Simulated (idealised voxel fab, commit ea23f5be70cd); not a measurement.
The name of this process module is voxel transistor to metal.
250 nm wide, 5 nm square cells: that's cross-section cut.
We lay out every cross-section as a grid of square cells and spell it out in bands from the top down, where one band means one or more rows of cells.
Look at the band entry: it leads with the top's height and the bottom's height in nm. Then it lists the materials left to right, with a width in nm for each. The word "edge to edge" on a single material says that material fills the band edge to edge. The word "blank" is empty space.
We count height from 0. Below that, the starting wafer is all one material. The lowest band never ends at the bottom but goes on down; see "z 0 and below" for how that is written.
You'd read "30->40" like this: the band's top row of cells is as wide as the first number, its bottom row is as wide as the second, and going down, every row changes width by the same amount as the row before did.
Where the words "nothing different" appear for a step, the cross-section shows no cell changed by that step; every cell remained as before.
If an empty space has no open way to the top and is at least 8 cells in size, "Closed-off voids" lists it, written width x height at distance, where distance is measured from the left edge and every value is in nm.
The remark found on a step's line after its settings is issued by the simulator itself and pertains to that step.
Steps that use a mask can have "overlay nm" on their line. It says how far the mask sat to the right of where it was meant to be. Negative means to the left.

[This section lists the process steps that were planned]
- 1: RECEIVE | material Si
- 2: CONFORMAL_DEP | material SiO2 | thk nm 5
- 3: CONFORMAL_DEP | material SiN | thk nm 15
- 4: MASKED_ETCH | tone cover | mask id ACTIVE | width nm 85 | pitch nm 115 | etch materials SiN | depth nm 15 | overlay nm 0
- 5: MASKED_ETCH | tone cover | mask id ACTIVE | width nm 75 | pitch nm 115 | etch materials SiO2 | depth nm 5 | overlay nm 0
- 6: MASKED_ETCH | tone cover | mask id ACTIVE | width nm 85 | pitch nm 115 | etch materials Si | depth nm 20 | overlay nm 0
- 7: OXIDIZE | depth nm 5
- 8: FILL_DEP | material SiO2 | thk nm 5
- 9: CMP | height nm 20
- 10: SELECTIVE_ETCH | etch materials SiO2 | depth nm 15
- 11: STRIP | etch materials SiN
- 12: SELECTIVE_ETCH | etch materials SiO2 | depth nm 5
- 13: OXIDIZE | depth nm 5
- 14: DIRECTIONAL_DEP | material polySi | thk nm 30
- 15: DIRECTIONAL_DEP | material SiCN | thk nm 15
- 16: PATTERN | tone cover | mask id GATE | material resist | width nm 15 | pitch nm 115 | thk nm 20 | overlay nm 0
- 17: DIRECTIONAL_ETCH | etch materials SiCN | depth nm 25
- 18: DIRECTIONAL_ETCH | etch materials polySi | depth nm 40
- 19: STRIP | etch materials resist
- 20: CONFORMAL_DEP | material SiN | thk nm 5
- 21: DIRECTIONAL_ETCH | etch materials SiN | depth nm 5
- 22: DIRECTIONAL_ETCH | etch materials SiO2 | depth nm 5
- 23: DIRECTIONAL_ETCH | etch materials Si | depth nm 10
- 24: EPI | material nSi | thk nm 10
- 25: FILL_DEP | material SiO2 | thk nm 10
- 26: CMP | height nm 45
- 27: DIRECTIONAL_DEP | material SiO2 | thk nm 15
- 28: PATTERN | tone open | mask id CONTACT | material resist | width nm 15 | thk nm 15 | overlay nm 0
- 29: DIRECTIONAL_ETCH | etch materials SiO2 | depth nm 65
- 30: STRIP | etch materials resist
- 31: CONFORMAL_DEP | material TiN | thk nm 5
- 32: FILL_DEP | material W | thk nm 5
- 33: CMP | height nm 60
- 34: DIRECTIONAL_DEP | material TiN | thk nm 5
- 35: DIRECTIONAL_DEP | material W | thk nm 15
- 36: DIRECTIONAL_DEP | material aC | thk nm 10
- 37: PATTERN | tone cover | mask id METAL_1 | material resist | width nm 15 | thk nm 25 | overlay nm 0
- 38: DIRECTIONAL_ETCH | etch materials aC | depth nm 10
- 39: STRIP | etch materials resist
- 40: DIRECTIONAL_ETCH | etch materials W | depth nm 15
- 41: DIRECTIONAL_ETCH | etch materials TiN | depth nm 5
- 42: STRIP | etch materials aC
- 43: CONFORMAL_DEP | material SiCN | thk nm 5
- 44: FILL_DEP | material lowk | thk nm 10
- 45: CMP | height nm 80
- 46: CONFORMAL_DEP | material SiCN | thk nm 5
All wafers enter the flow in the same state. The width nm at step 5 differs from wafer to wafer, and the plan gives the value for the first wafer.

[As received, i.e. after step 1: cross-section through the first of several wafers]
    z 0 and below = Si edge to edge
    Closed-off voids: none

[The table below has one row for each wafer; a row shows, as of the end of the module, how many cells of each material the wafer has gained, marked (+), or lost, marked (-), since it was received, and then the wafer's closed voids]
width nm 75; -170 Si; +130 SiCN; +36 SiN; +468 SiO2; +120 TiN; +84 W; +90 lowk; +56 nSi; +36 polySi; Closed-off voids: none
width nm 80; -170 Si; +130 SiCN; +36 SiN; +468 SiO2; +120 TiN; +84 W; +90 lowk; +56 nSi; +36 polySi; Closed-off voids: none
width nm 85; -170 Si; +130 SiCN; +36 SiN; +468 SiO2; +120 TiN; +84 W; +90 lowk; +56 nSi; +36 polySi; Closed-off voids: none
width nm 90; -166 Si; +130 SiCN; +36 SiN; +460 SiO2; +120 TiN; +84 W; +90 lowk; +60 nSi; +36 polySi; Closed-off voids: none
width nm 95; -162 Si; +130 SiCN; +36 SiN; +452 SiO2; +120 TiN; +84 W; +90 lowk; +64 nSi; +36 polySi; Closed-off voids: none
width nm 100; -158 Si; +130 SiCN; +36 SiN; +444 SiO2; +120 TiN; +84 W; +90 lowk; +68 nSi; +36 polySi; Closed-off voids: none
